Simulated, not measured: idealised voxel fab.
The document below concerns the process module designated voxel self aligned contacts.
Cross-section cut spans 210 nm and uses square cells 5 nm in size.
This document writes a cross-section as a grid whose cells are square, and gives it as bands, listed from the top down; one or more rows of cells form a band. Top height, bottom height, nm. Materials left to right, width each, nm. Single material + "throughout" = fills band edge to edge. "blank" = empty. Height reference: 0 = level under which incoming wafer is all one material. Lowest band: no bottom, runs on downward, e.g. "top 0, no bottom". It should be noted that a width expressed as "30 to 40" varies in equal increments from row to row of cells within the band, taking the value of the first number at the top row and that of the second number at the bottom row. The cross-section has no changed cell in any step marked "no change occurred". Basically, "Trapped cavities" tells you about the enclosed voids: empty spaces with no open way to the top, 8 cells or bigger, each written width x height at distance, where distance is from the left edge, all in nm. Heads up: the bit after the settings on a step's line is the simulator's remark on that step. Each step line may optionally specify "overlay nm", which for a step with a mask gives the rightward distance between the mask's planned place and where it lay, a negative value indicating the leftward direction.

**The planned process steps are enumerated hereunder**
1 RECEIVE | material Si
2 OXIDIZE | depth nm 5
3 DIRECTIONAL_DEP | material polySi | thk nm 30
4 DIRECTIONAL_DEP | material SiN | thk nm 20
5 MASKED_ETCH | tone cover | mask id GATE | width nm 25 | pitch nm 60 | etch materials SiN | depth nm 20 | overlay nm 0
6 MASKED_ETCH | tone cover | mask id GATE | width nm 25 | pitch nm 60 | etch materials polySi | depth nm 30 | overlay nm 0
7 CONFORMAL_DEP | material SiN | thk nm 10
8 DIRECTIONAL_ETCH | etch materials SiN | depth nm 10
9 FILL_DEP | material SiO2 | thk nm 15
10 CMP | height nm 60
11 MASKED_ETCH | tone open | mask id CONTACT | width nm 45 | etch materials SiO2 | depth nm 65 | overlay nm 0
12 CONFORMAL_DEP | material TiN | thk nm 5
13 FILL_DEP | material W | thk nm 10
14 CMP | height nm 60
15 CONFORMAL_DEP | material SiN | thk nm 5

**Cross-section of the incoming wafer, state after step 1**
	top 0, no bottom | Si throughout
	Trapped cavities: none

**The following cross-section depicts the wafer upon conclusion of the module. Processing commenced from the starting condition illustrated above and adhered to the plan illustrated above, save for one mistake in execution**
	top 65, bottom 60 | SiN throughout
	top 60, bottom 50 | SiO2=75 | TiN=5 to 25 | W=45 to 5 | TiN=5 to 25 | SiO2=80
	top 50, bottom 30 | SiO2=50 | SiN=45 | TiN=5 | W=5 | TiN=5 | SiN=45 | SiO2=55
	top 30, bottom 0 | SiO2=50 | SiN=10 | polySi=25 | SiN=10 | TiN=5 | W=5 | TiN=5 | SiN=10 | polySi=25 | SiN=10 | SiO2=55
	top 0, bottom -5 | SiO2=95 | TiN=15 | SiO2=100
	top -5, no bottom | Si throughout
	Trapped cavities: none
In executing the process, a mistake was made relative to the plan: contrary to plan, step 11 was performed as MASKED_ETCH | tone open | mask id CONTACT | width nm 55 | etch materials SiO2 | depth nm 65 | overlay nm 0
